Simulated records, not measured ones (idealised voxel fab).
This section sets out a process module, namely voxel double patterning.
Cross-section cut spans 260 nm and uses square cells 5 nm in size.
Just so we're on the same page, the cross-sections are grids of square cells, and they're listed out in bands top to bottom, each band one or more rows deep. It is stipulated that each band's entry specify, in nanometres, the height of the top of the band and then that of its bottom, followed by the materials of the band in left-to-right sequence, each together with its width in nanometres. A single material marked by the word "all across" is understood to fill the band from edge to edge; the word "air" is understood to denote empty space. Convention: height 0 is the level below which the wafer, as received, is all one material. The lowest band does not terminate at the bottom but continues downward, represented as "0 nm and below". You'd read "30..40" like this: the band's top row of cells is as wide as the first number, its bottom row is as wide as the second, and going down, every row changes width by the same amount as the row before did. Step marked "identical to before"? Then no cell in the cross-section changed in it. Voids not open to the top, 8 cells minimum: see "Tabulated closed voids". Written width x height at distance; distance is from the left edge; nm. It should be noted that, on the line of a given step, the content following the step's settings is a remark produced by the simulator itself with respect to that step. Regarding "overlay nm": on a step with a mask, it is the distance the mask lay to the right of its planned place; a negative value places it to the left.

-- List of planned process steps
1: RECEIVE: material Si
2: CONFORMAL_DEP: material SiO2, thk nm 5
3: DIRECTIONAL_DEP: material TiN, thk nm 10
4: DIRECTIONAL_DEP: material SiCN, thk nm 10
5: DIRECTIONAL_DEP: material aC, thk nm 10
6: PATTERN: tone open, mask id FIRST, material resist, width nm 15, pitch nm 50, thk nm 30, overlay nm 0
7: DIRECTIONAL_ETCH: etch materials aC, depth nm 10
8: STRIP: etch materials resist
9: DIRECTIONAL_ETCH: etch materials SiCN, depth nm 10
10: STRIP: etch materials aC
11: PATTERN: tone open, mask id SECOND, material resist, width nm 15, thk nm 15, overlay nm 0
12: DIRECTIONAL_ETCH: etch materials SiCN, depth nm 10
13: STRIP: etch materials resist
14: DIRECTIONAL_ETCH: etch materials TiN, depth nm 10
15: STRIP: etch materials SiCN

-- Cross-sectional view of the wafer in its as-received condition, corresponding to the state after step 1
    0 nm and below: Si all across
    Tabulated closed voids: none

-- The following cross-section depicts the wafer upon conclusion of the module. Processing commenced from the starting condition illustrated above and adhered to the plan illustrated above, save for one mistake in execution
    25 nm to 15 nm: TiN (95)  air (15)  TiN (10)  air (15)  TiN (10)  air (15)  TiN (100)
    15 nm to 0 nm: SiO2 all across
    0 nm and below: Si all across
    Tabulated closed voids: none
Diagnosis: step 2 off recipe, ran as CONFORMAL_DEP: material SiO2, thk nm 15
